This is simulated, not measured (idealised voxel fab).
Process module heading - voxel capacitor over wiring
The cross-section on display is named cut; it measures 300 nm wide, and its cells are 5 nm squares.
Cross-section spec: square-cell grid; bands listed top down; each band is one or more rows.
Heads up on the band format: heights come first, top then bottom, in nm. After that it's the materials left to right, each with its width in nm. A single material flagged "full width" fills the whole band edge to edge, and "empty" means there's empty space there.
Height reference: 0 = level under which incoming wafer is all one material. Lowest band: no bottom, runs on downward, e.g. "0 and below".
The width entry "30 to 40" should be interpreted row by row: the top row of cells in the band takes the first number, the bottom row takes the second number, and the change between adjacent rows is uniform throughout.
What does "no alterations made" mean for a step? It means no cell of the cross-section changed in that step.
Listed in "Unvented voids": every empty space of 8 or more cells without an open way to the top. Form: width x height at distance, the distance being from the left edge, all in nm.
Post-settings text on a step line: simulator's own remark regarding the step.
For masked steps, "overlay nm" on the step line gives how far right of plan the mask actually lay; a minus sign means it lay to the left.
### The process steps that were planned are listed below
1 RECEIVE: material Si
2 CONFORMAL_DEP: material SiO2, thk nm 10
3 CONFORMAL_DEP: material SiN, thk nm 5
4 DIRECTIONAL_DEP: material SiO2, thk nm 20
5 DIRECTIONAL_DEP: material aC, thk nm 10
6 PATTERN: tone open, mask id METAL_1, material resist, width nm 20, pitch nm 75, thk nm 30, overlay nm 0
7 DIRECTIONAL_ETCH: etch materials aC, depth nm 10
8 STRIP: etch materials resist
9 DIRECTIONAL_ETCH: etch materials SiO2, depth nm 20
10 DIRECTIONAL_ETCH: etch materials SiN, depth nm 5
11 STRIP: etch materials aC
12 CONFORMAL_DEP: material TiN, thk nm 5
13 FILL_DEP: material Cu, thk nm 10
14 CMP: height nm 35
15 CONFORMAL_DEP: material SiCN, thk nm 5
16 DIRECTIONAL_DEP: material lowk, thk nm 10
17 DIRECTIONAL_DEP: material aC, thk nm 10
18 PATTERN: tone open, mask id PLUG_1, material resist, width nm 15, thk nm 30, overlay nm 0
19 DIRECTIONAL_ETCH: etch materials aC, depth nm 10
20 STRIP: etch materials resist
21 DIRECTIONAL_ETCH: etch materials lowk, depth nm 10
22 DIRECTIONAL_ETCH: etch materials SiCN, depth nm 5
23 STRIP: etch materials aC
24 CONFORMAL_DEP: material TiN, thk nm 5
25 FILL_DEP: material W, thk nm 10
26 CMP: height nm 50
27 DIRECTIONAL_DEP: material TiN, thk nm 10
28 DIRECTIONAL_DEP: material Al2O3, thk nm 5
29 DIRECTIONAL_DEP: material TiN, thk nm 10
30 MASKED_ETCH: tone cover, mask id UPPER_PLATE, width nm 60, etch materials TiN, depth nm 10, overlay nm 0
31 MASKED_ETCH: tone cover, mask id UPPER_PLATE, width nm 60, etch materials Al2O3, depth nm 5, overlay nm 0
32 MASKED_ETCH: tone cover, mask id LOWER_PLATE, width nm 70, etch materials TiN, depth nm 10, overlay nm 0
33 FILL_DEP: material SiO2, thk nm 15
34 CMP: height nm 85
35 MASKED_ETCH: tone open, mask id PLUG_2, width nm 15, etch materials SiO2, depth nm 10, overlay nm 0
36 CONFORMAL_DEP: material TiN, thk nm 5
37 FILL_DEP: material Cu, thk nm 10
38 CMP: height nm 85
39 CONFORMAL_DEP: material SiN, thk nm 5
### This is the cross-section of the wafer as we received it, i.e. after step 1
    0 and below | Si full width
    Unvented voids: none
### First of two wafers: cross-section at end of module, run per plan
    90 down to 85 | SiN full width
    85 down to 80 | SiO2: 115; TiN: 5; Cu: 5; TiN: 5; SiO2: 170
    80 down to 75 | SiO2: 115; TiN: 15; SiO2: 170
    75 down to 65 | SiO2: 105; TiN: 60; SiO2: 135
    65 down to 60 | SiO2: 105; Al2O3: 60; SiO2: 135
    60 down to 50 | SiO2: 100; TiN: 70; SiO2: 130
    50 down to 40 | lowk: 105; TiN: 5; W: 5; TiN: 5; lowk: 180
    40 down to 35 | SiCN: 105; TiN: 15; SiCN: 180
    35 down to 15 | SiO2: 100; TiN: 5; Cu: 10; TiN: 5; SiO2: 55; TiN: 5; Cu: 10; TiN: 5; SiO2: 105
    15 down to 10 | SiN: 100; TiN: 20; SiN: 55; TiN: 20; SiN: 105
    10 down to 0 | SiO2 full width
    0 and below | Si full width
    Unvented voids: none
### End of module, second wafer, cross-section. Started like the first, planned like the first, run with one mistake
    90 down to 85 | SiN full width
    85 down to 80 | SiO2: 120; TiN: 5; Cu: 5; TiN: 5; SiO2: 165
    80 down to 75 | SiO2: 120; TiN: 15; SiO2: 165
    75 down to 65 | SiO2: 105; TiN: 60; SiO2: 135
    65 down to 60 | SiO2: 105; Al2O3: 60; SiO2: 135
    60 down to 50 | SiO2: 100; TiN: 70; SiO2: 130
    50 down to 40 | lowk: 105; TiN: 5; W: 5; TiN: 5; lowk: 180
    40 down to 35 | SiCN: 105; TiN: 15; SiCN: 180
    35 down to 15 | SiO2: 100; TiN: 5; Cu: 10; TiN: 5; SiO2: 55; TiN: 5; Cu: 10; TiN: 5; SiO2: 105
    15 down to 10 | SiN: 100; TiN: 20; SiN: 55; TiN: 20; SiN: 105
    10 down to 0 | SiO2 full width
    0 and below | Si full width
    Unvented voids: none
It is concluded that the wafer was processed incorrectly with respect to the plan, in that step 35 off recipe, ran as MASKED_ETCH: tone open, mask id PLUG_2, width nm 15, etch materials SiO2, depth nm 10, overlay nm 5
At the close, every material occupies the same number of cells on the second wafer as on the first, only in different positions.
